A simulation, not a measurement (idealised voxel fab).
Title: Process Module voxel ribs on slabs
For reference, the cross-section in this document is cut, with width 255 nm and square cells of 5 nm.
For the purposes of this document, a cross-section shall be understood as a grid of square cells, specified as bands listed in top-to-bottom order, each band consisting of one or more rows of cells.
Heights first: top, then bottom, in nm. Then materials, left to right, each with a width in nm. "edge to edge" on a single material: fills the band edge to edge. "blank": empty space.
Basically, 0 is our baseline, since under it the wafer straight out of the box is all one material. The bottom band has no lower end and keeps on going down, so it looks like "0 nm and below".
The notation "30->40" denotes a width that varies across the rows of cells in the band, beginning at the first number in the top row, finishing at the second number in the bottom row, and changing by an identical amount from each row to the next.
Basically "remains unaltered" means that step didn't change any cell in the cross-section.
You'll see "Enclosed voids" listing empty spaces that have no way open to the top, as long as they're 8 cells or more; the notation is width x height at distance, where the distance is from the left edge, and all of it is in nm.
On a step's line, text after the settings is the simulator commenting on that step.
The "overlay nm" setting may appear on a step's line; for a step that uses a mask, it gives how far to the right of its planned position the mask lay, and a negative value indicates the left.
-- Here's what the planned process steps look like
1,RECEIVE: material Si
2,DIRECTIONAL_DEP: material SiO2, thk nm 25
3,DIRECTIONAL_DEP: material polySi, thk nm 25
4,MASKED_ETCH: tone cover, mask id RIB, width nm 20, etch materials polySi, depth nm 5, overlay nm 0
5,DIRECTIONAL_DEP: material aC, thk nm 15
6,PATTERN: tone cover, mask id SLAB, material resist, width nm 70, thk nm 30, overlay nm 0
7,DIRECTIONAL_ETCH: etch materials aC, depth nm 15
8,STRIP: etch materials resist
9,DIRECTIONAL_ETCH: etch materials polySi, depth nm 10
10,STRIP: etch materials aC
11,FILL_DEP: material SiO2, thk nm 15
12,CMP: height nm 60
13,DIRECTIONAL_DEP: material TiN, thk nm 5
14,MASKED_ETCH: tone cover, mask id HEATER, width nm 30, etch materials TiN, depth nm 5, overlay nm 0
15,CONFORMAL_DEP: material SiO2, thk nm 10
Heads up: all these wafers start the same, and what changes between them is the depth nm in step 9. The value you see in the plan is just what the first wafer got.
-- So this is the first of several wafers, cross-sectioned as it came to us, meaning it's at the end of step 1
	0 nm and below: Si edge to edge
	Enclosed voids: none
-- Tabulated below, wafer by wafer, are the end-of-module results: for each material, the number of cells gained (+) or lost (-) relative to the as-received state, followed by the closed voids
depth nm 10; +584 SiO2; +6 TiN; +134 polySi; Enclosed voids: none
depth nm 15; +621 SiO2; +6 TiN; +97 polySi; Enclosed voids: none
depth nm 20; +658 SiO2; +6 TiN; +60 polySi; Enclosed voids: none
depth nm 25; +658 SiO2; +6 TiN; +60 polySi; Enclosed voids: none
depth nm 30; +658 SiO2; +6 TiN; +60 polySi; Enclosed voids: none
depth nm 35; +658 SiO2; +6 TiN; +60 polySi; Enclosed voids: none
